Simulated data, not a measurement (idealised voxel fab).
The process module presented herein is designated voxel self aligned contacts.
The cross-section on display is named cut; it measures 290 nm wide, and its cells are 5 nm squares.
We lay out every cross-section as a grid of square cells and spell it out in bands from the top down, where one band means one or more rows of cells. Read a band's entry like this: the first values are the height of its top and the height of its bottom in nm, and what follows is the sequence of materials from left to right, each with its width in nm. Note that "empty" is empty space, and that a single material marked "full width" reaches across the band from edge to edge. Height datum 0, below which the as-received substrate wafer is one material. Lowest band open at the bottom, running downward: "from 0 down". It should be noted that a width expressed as "30->40" varies in equal increments from row to row of cells within the band, taking the value of the first number at the top row and that of the second number at the bottom row. No cell of the cross-section changed in a step that is given as "same as before". Heads up: "Enclosed internal cavities" only lists the empty pockets with no open path to the top that are 8 cells or more, and it writes them as width x height at distance, distance from the left edge, in nm. Anything after a step's settings on that line? It's the simulator's own note about the step. "overlay nm" on a masked step: distance the mask lay right of its planned place, negative for left.

Listed below are the process steps as planned
- 1: RECEIVE,material Si
- 2: CONFORMAL_DEP,material SiO2,thk nm 5
- 3: DIRECTIONAL_DEP,material polySi,thk nm 20
- 4: DIRECTIONAL_DEP,material SiN,thk nm 25
- 5: DIRECTIONAL_DEP,material aC,thk nm 15
- 6: PATTERN,tone cover,mask id GATE,material resist,width nm 30,pitch nm 65,thk nm 35,overlay nm 0
- 7: DIRECTIONAL_ETCH,etch materials aC,depth nm 15
- 8: STRIP,etch materials resist
- 9: DIRECTIONAL_ETCH,etch materials SiN,depth nm 25
- 10: DIRECTIONAL_ETCH,etch materials polySi,depth nm 20
- 11: STRIP,etch materials aC
- 12: CONFORMAL_DEP,material SiN,thk nm 10
- 13: DIRECTIONAL_ETCH,etch materials SiN,depth nm 10
- 14: FILL_DEP,material SiO2,thk nm 15
- 15: CMP,height nm 50
- 16: DIRECTIONAL_DEP,material aC,thk nm 10
- 17: PATTERN,tone open,mask id CONTACT,material resist,width nm 45,pitch nm 65,thk nm 25,overlay nm 0
- 18: DIRECTIONAL_ETCH,etch materials aC,depth nm 10
- 19: STRIP,etch materials resist
- 20: DIRECTIONAL_ETCH,etch materials SiO2,depth nm 60
- 21: STRIP,etch materials aC
- 22: CONFORMAL_DEP,material TiN,thk nm 5
- 23: FILL_DEP,material Ru,thk nm 10
- 24: CMP,height nm 60
- 25: CONFORMAL_DEP,material SiN,thk nm 5
Heads up: all these wafers start the same, and what changes between them is the height nm in step 15. The value you see in the plan is just what the first wafer got.

After step 1, as received: first of several wafers, cross-section
> from 0 down | Si full width
> Enclosed internal cavities: none

So in this table every wafer gets its own row, and what you see is where it stands at the end of the module: for each material, how many cells it picked up (+) or gave up (-) since we received it, and after that its closed voids
height nm 50; +78 Ru; +256 SiN; +250 SiO2; +98 TiN; +72 polySi; Enclosed internal cavities: none
height nm 55; +34 Ru; +256 SiN; +290 SiO2; +102 TiN; +72 polySi; Enclosed internal cavities: none
height nm 60; +34 Ru; +256 SiN; +330 SiO2; +62 TiN; +72 polySi; Enclosed internal cavities: none
height nm 65; +32 Ru; +256 SiN; +336 SiO2; +58 TiN; +72 polySi; Enclosed internal cavities: none
